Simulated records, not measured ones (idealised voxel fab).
process module | voxel wiring stack
cross-section cut | 220 nm wide | cells 5 nm
A cross-section is a grid of square cells, given in bands from the top down. A band is one or more rows of cells.
Each band's line starts with the height of the band's top and of its bottom, in nm. Then come its materials from left to right, each with its width in nm. One material with "throughout" fills the band from edge to edge. "air" is empty space.
Height 0 is the level under which the wafer as received is all one material. The lowest band goes on downwards, as in "0 down".
A width such as "30 to 40" changes by the same amount from each row of cells to the next, from the band's top row to its bottom row.
"no change" after a step means that no cell of the cross-section changed.
closed voids: empty space of 8 cells or more with no open way to the top, each as width x height at its distance from the left edge, in nm
after a step's settings: what the simulator itself notes on the step
overlay nm, on a step with a mask: how far to the right of its planned place the mask lay; to the left if negative
plan
1 op RECEIVE | material Si
2 op CONFORMAL_DEP | material SiO2 | thk nm 10
3 op CONFORMAL_DEP | material SiN | thk nm 5
4 op DIRECTIONAL_DEP | material lowk | thk nm 15
5 op MASKED_ETCH | tone open | mask id METAL_1 | width nm 20 | pitch nm 50 | etch materials lowk | depth nm 15 | overlay nm 0
6 op MASKED_ETCH | tone open | mask id METAL_1 | width nm 20 | pitch nm 50 | etch materials SiN | depth nm 5 | overlay nm 0
7 op CONFORMAL_DEP | material TiN | thk nm 5
8 op FILL_DEP | material Cu | thk nm 5
9 op CMP | height nm 30
10 op CONFORMAL_DEP | material SiCN | thk nm 5
11 op DIRECTIONAL_DEP | material SiO2 | thk nm 10
12 op MASKED_ETCH | tone open | mask id PLUG_1 | width nm 15 | pitch nm 50 | etch materials SiO2 | depth nm 10 | overlay nm 0
13 op MASKED_ETCH | tone open | mask id PLUG_1 | width nm 15 | pitch nm 50 | etch materials SiCN | depth nm 5 | overlay nm 0
14 op EPI | material Ru | thk nm 10
15 op EPI | material Ru | thk nm 5
16 op DIRECTIONAL_DEP | material TiN | thk nm 5
17 op DIRECTIONAL_DEP | material Ru | thk nm 20
18 op DIRECTIONAL_DEP | material aC | thk nm 15
19 op PATTERN | tone cover | mask id METAL_2 | material resist | width nm 20 | pitch nm 50 | thk nm 30 | overlay nm 0
20 op DIRECTIONAL_ETCH | etch materials aC | depth nm 15
21 op STRIP | etch materials resist
22 op DIRECTIONAL_ETCH | etch materials Ru | depth nm 20
23 op DIRECTIONAL_ETCH | etch materials TiN | depth nm 5
24 op STRIP | etch materials aC
25 op CONFORMAL_DEP | material SiN | thk nm 5
26 op FILL_DEP | material lowk | thk nm 10
27 op CMP | height nm 70
28 op CONFORMAL_DEP | material SiCN | thk nm 5
29 op DIRECTIONAL_DEP | material SiO2 | thk nm 10
30 op PATTERN | tone open | mask id PLUG_2 | material resist | width nm 15 | pitch nm 50 | thk nm 15 | overlay nm 0
31 op DIRECTIONAL_ETCH | etch materials SiO2 | depth nm 10
32 op DIRECTIONAL_ETCH | etch materials SiCN | depth nm 5
33 op STRIP | etch materials resist
34 op EPI | material Ru | thk nm 10
35 op EPI | material Ru | thk nm 5
36 op CONFORMAL_DEP | material SiN | thk nm 5
37 op DIRECTIONAL_DEP | material SiO2 | thk nm 25
38 op PATTERN | tone open | mask id METAL_3 | material resist | width nm 20 | pitch nm 50 | thk nm 15 | overlay nm 0
39 op DIRECTIONAL_ETCH | etch materials SiO2 | depth nm 25
40 op DIRECTIONAL_ETCH | etch materials SiN | depth nm 5
41 op STRIP | etch materials resist
42 op CONFORMAL_DEP | material TiN | thk nm 5
43 op FILL_DEP | material Ru | thk nm 5
44 op CMP | height nm 115
45 op CONFORMAL_DEP | material SiCN | thk nm 5
varied across the wafers: width nm of step 30. The plan shows the first wafer's value. All wafers start alike
first wafer as received, after step 1
  0 down: Si throughout
  closed voids: none
each wafer at the end: cells of each material gained (+) or lost (-) since it was received, then its closed voids
width nm 15 | +12 Cu | +88 Ru | +120 SiCN | +124 SiN | +420 SiO2 | +56 TiN | +236 lowk | closed voids: none
width nm 20 | +12 Cu | +94 Ru | +118 SiCN | +124 SiN | +416 SiO2 | +56 TiN | +236 lowk | closed voids: none
width nm 25 | +12 Cu | +100 Ru | +116 SiCN | +124 SiN | +412 SiO2 | +56 TiN | +236 lowk | closed voids: none
width nm 30 | +12 Cu | +106 Ru | +114 SiCN | +124 SiN | +408 SiO2 | +56 TiN | +236 lowk | closed voids: none
